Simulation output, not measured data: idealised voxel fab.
process module | voxel air gaps
cross-section cut | 260 nm wide | cells 5 nm
A cross-section is a grid of square cells, given in bands from the top down. A band is one or more rows of cells.
Each band's line starts with the height of the band's top and of its bottom, in nm. Then come its materials from left to right, each with its width in nm. One material with "throughout" fills the band from edge to edge. "air" is empty space.
Height 0 is the level under which the wafer as received is all one material. The lowest band goes on downwards, as in "0 down".
A width such as "30 to 40" changes by the same amount from each row of cells to the next, from the band's top row to its bottom row.
"no change" after a step means that no cell of the cross-section changed.
closed voids: empty space of 8 cells or more with no open way to the top, each as width x height at its distance from the left edge, in nm
after a step's settings: what the simulator itself notes on the step
overlay nm, on a step with a mask: how far to the right of its planned place the mask lay; to the left if negative
plan
1 op RECEIVE | material Si
2 op CONFORMAL_DEP | material SiO2 | thk nm 10
3 op CONFORMAL_DEP | material SiCN | thk nm 5
4 op DIRECTIONAL_DEP | material lowk | thk nm 35
5 op DIRECTIONAL_DEP | material aC | thk nm 10
6 op PATTERN | tone open | mask id LINES | material resist | width nm 15 | pitch nm 55 | thk nm 30 | overlay nm 0
7 op DIRECTIONAL_ETCH | etch materials aC | depth nm 10
8 op STRIP | etch materials resist
9 op DIRECTIONAL_ETCH | etch materials lowk | depth nm 35
10 op STRIP | etch materials aC
11 op CONFORMAL_DEP | material TiN | thk nm 5
12 op FILL_DEP | material Ru | thk nm 10
13 op CMP | height nm 50
14 op EPI | material Ru | thk nm 10
15 op SELECTIVE_ETCH | etch materials lowk | depth nm 45
16 op CONFORMAL_DEP | material SiCN | thk nm 5
varied across the wafers: width nm of step 6. The plan shows the first wafer's value. All wafers start alike
first wafer as received, after step 1
  0 down: Si throughout
  closed voids: none
first wafer at the end, after step 16
  65 to 60: air 25 | SiCN 45 | air 10 | SiCN 45 | air 10 | SiCN 45 | air 10 | SiCN 45 | air 25
  60 to 50: air 25 | SiCN 5 | Ru 35 | SiCN 5 | air 10 | SiCN 5 | Ru 35 | SiCN 5 | air 10 | SiCN 5 | Ru 35 | SiCN 5 | air 10 | SiCN 5 | Ru 35 | SiCN 5 | air 25
  50 to 45: air 25 | SiCN 15 | TiN 5 | Ru 5 | TiN 5 | SiCN 15 | air 10 | SiCN 15 | TiN 5 | Ru 5 | TiN 5 | SiCN 15 | air 10 | SiCN 15 | TiN 5 | Ru 5 | TiN 5 | SiCN 15 | air 10 | SiCN 15 | TiN 5 | Ru 5 | TiN 5 | SiCN 15 | air 25
  45 to 20: air 35 | SiCN 5 | TiN 5 | Ru 5 | TiN 5 | SiCN 5 | air 30 | SiCN 5 | TiN 5 | Ru 5 | TiN 5 | SiCN 5 | air 30 | SiCN 5 | TiN 5 | Ru 5 | TiN 5 | SiCN 5 | air 30 | SiCN 5 | TiN 5 | Ru 5 | TiN 5 | SiCN 5 | air 35
  20 to 15: SiCN 40 | TiN 15 | SiCN 40 | TiN 15 | SiCN 40 | TiN 15 | SiCN 40 | TiN 15 | SiCN 40
  15 to 10: SiCN throughout
  10 to 0: SiO2 throughout
  0 down: Si throughout
  closed voids: none
last wafer at the end
  65 to 60: air 15 | SiCN 235 | air 10
  60 to 50: air 15 | SiCN 5 | Ru 225 | SiCN 5 | air 10
  50 to 45: air 15 | SiCN 15 | TiN 5 | Ru 30 | TiN 5 | lowk 15 | TiN 5 | Ru 30 | TiN 5 | lowk 15 | TiN 5 | Ru 30 | TiN 5 | lowk 15 | TiN 5 | Ru 30 | TiN 5 | SiCN 15 | air 10
  45 to 20: air 25 | SiCN 5 | TiN 5 | Ru 30 | TiN 5 | lowk 15 | TiN 5 | Ru 30 | TiN 5 | lowk 15 | TiN 5 | Ru 30 | TiN 5 | lowk 15 | TiN 5 | Ru 30 | TiN 5 | SiCN 5 | air 20
  20 to 15: SiCN 30 | TiN 40 | lowk 15 | TiN 40 | lowk 15 | TiN 40 | lowk 15 | TiN 40 | SiCN 25
  15 to 10: SiCN throughout
  10 to 0: SiO2 throughout
  0 down: Si throughout
  closed voids: none
each wafer at the end: cells of each material gained (+) or lost (-) since it was received, then its closed voids
width nm 15 | +80 Ru | +208 SiCN | +104 SiO2 | +60 TiN | closed voids: none
width nm 20 | +112 Ru | +208 SiCN | +104 SiO2 | +64 TiN | closed voids: none
width nm 25 | +144 Ru | +208 SiCN | +104 SiO2 | +68 TiN | closed voids: 20 x 25 at 65; 20 x 25 at 120; 20 x 25 at 175
width nm 30 | +176 Ru | +196 SiCN | +104 SiO2 | +72 TiN | closed voids: 15 x 25 at 70; 15 x 25 at 125; 15 x 25 at 180
width nm 35 | +208 Ru | +130 SiCN | +104 SiO2 | +76 TiN | +84 lowk | closed voids: none
width nm 40 | +234 Ru | +130 SiCN | +104 SiO2 | +80 TiN | +63 lowk | closed voids: none
